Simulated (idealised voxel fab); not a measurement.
The following is a process module called voxel lift off.
The figure presents cross-section cut, which has a width of 230 nm and is divided into square cells with an edge length of 5 nm.
Bands, listed from the top down, are how a cross-section gets written in this document; the cross-section itself is a grid of square cells, and a band is one or more rows of them. For a band, the entry starts with two heights in nm, that of the top and then that of the bottom, and carries on with the band's materials in order from left to right, each alongside its width in nm; the word "full width" beside a single material means it fills the band edge to edge, and "air" means empty space. Note: height 0 marks the level under which the wafer is uniformly one material as received. Lowest band unbounded below, written "0 nm and below". You'd read "30->40" like this: the band's top row of cells is as wide as the first number, its bottom row is as wide as the second, and going down, every row changes width by the same amount as the row before did. Where the words "remained unchanged" appear for a step, the cross-section shows no cell changed by that step; every cell remained as before. The label "Voids, fully enclosed" introduces a list of the empty spaces, 8 cells or larger, that have no open way up to the top; each entry in it reads width x height at distance, where the distance is taken from the left edge and all three are stated in nm. What comes after the settings on a step's line is commentary from the simulator itself on that step. overlay nm, on a step with a mask: how far to the right of its planned place the mask lay; to the left if negative.

The planned process steps are enumerated hereunder
1. RECEIVE,material Si
2. CONFORMAL_DEP,material SiN,thk nm 15
3. PATTERN,tone open,mask id LINES,material resist,width nm 25,pitch nm 55,thk nm 15,overlay nm 0
4. DIRECTIONAL_DEP,material Ru,thk nm 5
5. STRIP,etch materials resist
6. CONFORMAL_DEP,material SiO2,thk nm 10

Wafer at receipt (post step 1), cross-section
	0 nm and below  Si full width
	Voids, fully enclosed: none

End-of-module XS, first of two wafers, run as planned
	30 nm to 25 nm  air 35 nm  SiO2 45 nm  air 10 nm  SiO2 45 nm  air 10 nm  SiO2 45 nm  air 40 nm
	25 nm to 20 nm  SiO2 full width
	20 nm to 15 nm  SiO2 45 nm  Ru 25 nm  SiO2 30 nm  Ru 25 nm  SiO2 30 nm  Ru 25 nm  SiO2 50 nm
	15 nm to 0 nm  SiN full width
	0 nm and below  Si full width
	Voids, fully enclosed: none

Cross-section, second wafer: same start as the first, same plan as the first, one mistake in running it; taken at the end of the module
	25 nm to 20 nm  air 40 nm  SiO2 35 nm  air 20 nm  SiO2 35 nm  air 20 nm  SiO2 35 nm  air 45 nm
	20 nm to 15 nm  SiO2 45 nm  Ru 25 nm  SiO2 30 nm  Ru 25 nm  SiO2 30 nm  Ru 25 nm  SiO2 50 nm
	15 nm to 0 nm  SiN full width
	0 nm and below  Si full width
	Voids, fully enclosed: none
Short version of what went wrong: step 6 went in with a setting other than planned; the actual run was CONFORMAL_DEP,material SiO2,thk nm 5
The closing comparison, in cells, has the second wafer with more or fewer of some materials than the first: SiO2 -52
